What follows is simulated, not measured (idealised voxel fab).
This section sets out a process module, namely voxel wiring stack.
Section cut is 275 nm wide and gridded with 5 nm square cells.
A cross-section is a grid of square cells, given in bands from the top down. A band is one or more rows of cells. Top, bottom (nm), then materials left to right with widths (nm); lone material tagged "full width" fills the whole band edge to edge; "empty" = empty space. All heights in this document are referenced to 0, defined as the level beneath which the wafer, as received, consists entirely of one material. The lowest band is not bounded below; it extends indefinitely downward and is written in the form "0..down". Quick explanation for "30->40": the width changes in equal steps down the rows of cells, from the first number in the band's top row to the second number in its bottom row. "remained the same" means the step left every cell of the cross-section as it was. Closed-off voids of 8+ cells (no open route to the top) go in "Enclosed cavities", written width x height at distance from the left edge, in nm. Read whatever lies past the settings on a step's line as the simulator's own remark about the step. "overlay nm" denotes, for a step that has a mask, the displacement of the mask to the right of its planned place, with negative values corresponding to the left.

These are the steps we planned for the process:
1: RECEIVE with material Si
2: CONFORMAL_DEP with material SiO2, thk nm 10
3: DIRECTIONAL_DEP with material TiN, thk nm 5
4: DIRECTIONAL_DEP with material W, thk nm 15
5: DIRECTIONAL_DEP with material aC, thk nm 15
6: PATTERN with tone cover, mask id METAL_1, material resist, width nm 30, pitch nm 55, thk nm 30, overlay nm 0
7: DIRECTIONAL_ETCH with etch materials aC, depth nm 15
8: STRIP with etch materials resist
9: DIRECTIONAL_ETCH with etch materials W, depth nm 15
10: DIRECTIONAL_ETCH with etch materials TiN, depth nm 5
11: STRIP with etch materials aC
12: CONFORMAL_DEP with material SiCN, thk nm 5
13: FILL_DEP with material SiO2, thk nm 10
14: CMP with height nm 30
15: CONFORMAL_DEP with material SiCN, thk nm 5
16: DIRECTIONAL_DEP with material SiO2, thk nm 20
17: PATTERN with tone open, mask id PLUG_1, material resist, width nm 15, pitch nm 55, thk nm 20, overlay nm 0
18: DIRECTIONAL_ETCH with etch materials SiO2, depth nm 20
19: DIRECTIONAL_ETCH with etch materials SiCN, depth nm 5
20: STRIP with etch materials resist
21: EPI with material Ru, thk nm 10
22: EPI with material Ru, thk nm 10
23: EPI with material Ru, thk nm 5
24: DIRECTIONAL_DEP with material TiN, thk nm 5
25: DIRECTIONAL_DEP with material Ru, thk nm 25
26: DIRECTIONAL_DEP with material aC, thk nm 15
27: PATTERN with tone cover, mask id METAL_2, material resist, width nm 30, pitch nm 55, thk nm 35, overlay nm 0
28: DIRECTIONAL_ETCH with etch materials aC, depth nm 15
29: STRIP with etch materials resist
30: DIRECTIONAL_ETCH with etch materials Ru, depth nm 25
31: DIRECTIONAL_ETCH with etch materials TiN, depth nm 5
32: STRIP with etch materials aC
33: FILL_DEP with material lowk, thk nm 5
34: CMP with height nm 85
35: CONFORMAL_DEP with material SiCN, thk nm 5
36: DIRECTIONAL_DEP with material lowk, thk nm 20
37: PATTERN with tone open, mask id PLUG_2, material resist, width nm 15, pitch nm 110, thk nm 20, overlay nm 0
38: DIRECTIONAL_ETCH with etch materials lowk, depth nm 20
39: DIRECTIONAL_ETCH with etch materials SiCN, depth nm 5
40: STRIP with etch materials resist
41: CONFORMAL_DEP with material TiN, thk nm 5
42: FILL_DEP with material Ru, thk nm 10
43: CMP with height nm 110
44: DIRECTIONAL_DEP with material TiN, thk nm 5
45: DIRECTIONAL_DEP with material Ru, thk nm 15
46: PATTERN with tone cover, mask id METAL_3, material resist, width nm 30, pitch nm 55, thk nm 20, overlay nm 0
47: DIRECTIONAL_ETCH with etch materials Ru, depth nm 15
48: DIRECTIONAL_ETCH with etch materials TiN, depth nm 5
49: STRIP with etch materials resist
50: CONFORMAL_DEP with material SiN, thk nm 5
51: FILL_DEP with material lowk, thk nm 10
52: CMP with height nm 130
53: CONFORMAL_DEP with material SiCN, thk nm 5
54: DIRECTIONAL_DEP with material SiO2, thk nm 30
55: MASKED_ETCH with tone open, mask id METAL_4, width nm 30, pitch nm 55, etch materials SiO2, depth nm 20, overlay nm 0
56: MASKED_ETCH with tone open, mask id METAL_4_HOLES, width nm 15, pitch nm 55, etch materials SiO2, depth nm 10, overlay nm 0
57: MASKED_ETCH with tone open, mask id METAL_4_HOLES, width nm 15, pitch nm 55, etch materials SiCN, depth nm 5, overlay nm 0
58: CONFORMAL_DEP with material TiN, thk nm 5
59: FILL_DEP with material Cu, thk nm 5
60: CMP with height nm 165
61: CONFORMAL_DEP with material SiCN, thk nm 5
Quick note for whoever runs this: the wafers start identical, but the thk nm at step 35 isn't the same across them. The plan just shows what the first wafer had.

The as-received cross-section of the first of several wafers corresponds to the state after step 1:
* 0..down  Si full width
* Enclosed cavities: none

Take a look at the first of several wafers in cross-section: the module is done, and step 61 was its last step:
* 170..165  SiCN full width
* 165..150  SiO2=65 / TiN=5 / Cu=20 / TiN=5 / SiO2=25 / TiN=5 / Cu=20 / TiN=5 / SiO2=25 / TiN=5 / Cu=20 / TiN=5 / SiO2=70
* 150..145  SiO2=65 / TiN=5 / Cu=5 / TiN=20 / SiO2=25 / TiN=5 / Cu=5 / TiN=20 / SiO2=25 / TiN=5 / Cu=5 / TiN=20 / SiO2=70
* 145..135  SiO2=65 / TiN=5 / Cu=5 / TiN=5 / SiO2=40 / TiN=5 / Cu=5 / TiN=5 / SiO2=40 / TiN=5 / Cu=5 / TiN=5 / SiO2=85
* 135..130  SiCN=65 / TiN=15 / SiCN=40 / TiN=15 / SiCN=40 / TiN=15 / SiCN=85
* 130..115  lowk=60 / SiN=5 / Ru=30 / SiN=5 / lowk=15 / SiN=5 / Ru=30 / SiN=5 / lowk=15 / SiN=5 / Ru=30 / SiN=5 / lowk=65
* 115..110  SiN=65 / TiN=30 / SiN=25 / TiN=30 / SiN=25 / TiN=30 / SiN=70
* 110..90  lowk=65 / TiN=5 / Ru=5 / TiN=5 / lowk=95 / TiN=5 / Ru=5 / TiN=5 / lowk=85
* 90..85  SiCN=65 / TiN=15 / SiCN=95 / TiN=15 / SiCN=85
* 85..60  lowk=65 / Ru=30 / lowk=25 / Ru=30 / lowk=25 / Ru=30 / lowk=70
* 60..55  lowk=65 / TiN=30 / lowk=25 / TiN=30 / lowk=25 / TiN=30 / lowk=70
* 55..35  SiO2=65 / Ru=15 / SiO2=40 / Ru=15 / SiO2=40 / Ru=15 / SiO2=85
* 35..30  SiCN=65 / Ru=15 / SiCN=40 / Ru=15 / SiCN=40 / Ru=15 / SiCN=85
* 30..15  SiO2=60 / SiCN=5 / W=30 / SiCN=5 / SiO2=15 / SiCN=5 / W=30 / SiCN=5 / SiO2=15 / SiCN=5 / W=30 / SiCN=5 / SiO2=65
* 15..10  SiCN=65 / TiN=30 / SiCN=25 / TiN=30 / SiCN=25 / TiN=30 / SiCN=70
* 10..0  SiO2 full width
* 0..down  Si full width
* Enclosed cavities: none

Of the several wafers, the last: cross-section at the end of the module:
* 170..165  SiCN full width
* 165..150  SiO2=65 / TiN=5 / Cu=20 / TiN=5 / SiO2=25 / TiN=5 / Cu=20 / TiN=5 / SiO2=25 / TiN=5 / Cu=20 / TiN=5 / SiO2=70
* 150..145  SiO2=65 / TiN=5 / Cu=5 / TiN=20 / SiO2=25 / TiN=5 / Cu=5 / TiN=20 / SiO2=25 / TiN=5 / Cu=5 / TiN=20 / SiO2=70
* 145..135  SiO2=65 / TiN=5 / Cu=5 / TiN=5 / SiO2=40 / TiN=5 / Cu=5 / TiN=5 / SiO2=40 / TiN=5 / Cu=5 / TiN=5 / SiO2=85
* 135..130  SiCN=65 / TiN=15 / SiCN=40 / TiN=15 / SiCN=40 / TiN=15 / SiCN=85
* 130..115  lowk=60 / SiN=5 / Ru=30 / SiN=5 / lowk=15 / SiN=5 / Ru=30 / SiN=5 / lowk=15 / SiN=5 / Ru=30 / SiN=5 / lowk=65
* 115..110  SiN=65 / TiN=30 / SiN=25 / TiN=30 / SiN=25 / TiN=30 / SiN=70
* 110..105  lowk=65 / TiN=5 / Ru=5 / TiN=5 / lowk=95 / TiN=5 / Ru=5 / TiN=5 / lowk=85
* 105..100  SiCN=65 / TiN=15 / SiCN=95 / TiN=15 / SiCN=85
* 100..85  SiCN full width
* 85..60  lowk=65 / Ru=30 / lowk=25 / Ru=30 / lowk=25 / Ru=30 / lowk=70
* 60..55  lowk=65 / TiN=30 / lowk=25 / TiN=30 / lowk=25 / TiN=30 / lowk=70
* 55..35  SiO2=65 / Ru=15 / SiO2=40 / Ru=15 / SiO2=40 / Ru=15 / SiO2=85
* 35..30  SiCN=65 / Ru=15 / SiCN=40 / Ru=15 / SiCN=40 / Ru=15 / SiCN=85
* 30..15  SiO2=60 / SiCN=5 / W=30 / SiCN=5 / SiO2=15 / SiCN=5 / W=30 / SiCN=5 / SiO2=15 / SiCN=5 / W=30 / SiCN=5 / SiO2=65
* 15..10  SiCN=65 / TiN=30 / SiCN=25 / TiN=30 / SiCN=25 / TiN=30 / SiCN=70
* 10..0  SiO2 full width
* 0..down  Si full width
* Enclosed cavities: none

Table: wafers, a row each; end-of-module cell change per material since receipt, gain (+), loss (-); then closed voids:
thk nm 5, +45 Cu, +197 Ru, +251 SiCN, +55 SiN, +627 SiO2, +130 TiN, +54 W, +511 lowk, Enclosed cavities: none
thk nm 10, +45 Cu, +195 Ru, +306 SiCN, +55 SiN, +627 SiO2, +126 TiN, +54 W, +462 lowk, Enclosed cavities: none
thk nm 15, +45 Cu, +193 Ru, +361 SiCN, +55 SiN, +627 SiO2, +122 TiN, +54 W, +413 lowk, Enclosed cavities: none
thk nm 20, +45 Cu, +191 Ru, +416 SiCN, +55 SiN, +627 SiO2, +118 TiN, +54 W, +364 lowk, Enclosed cavities: none
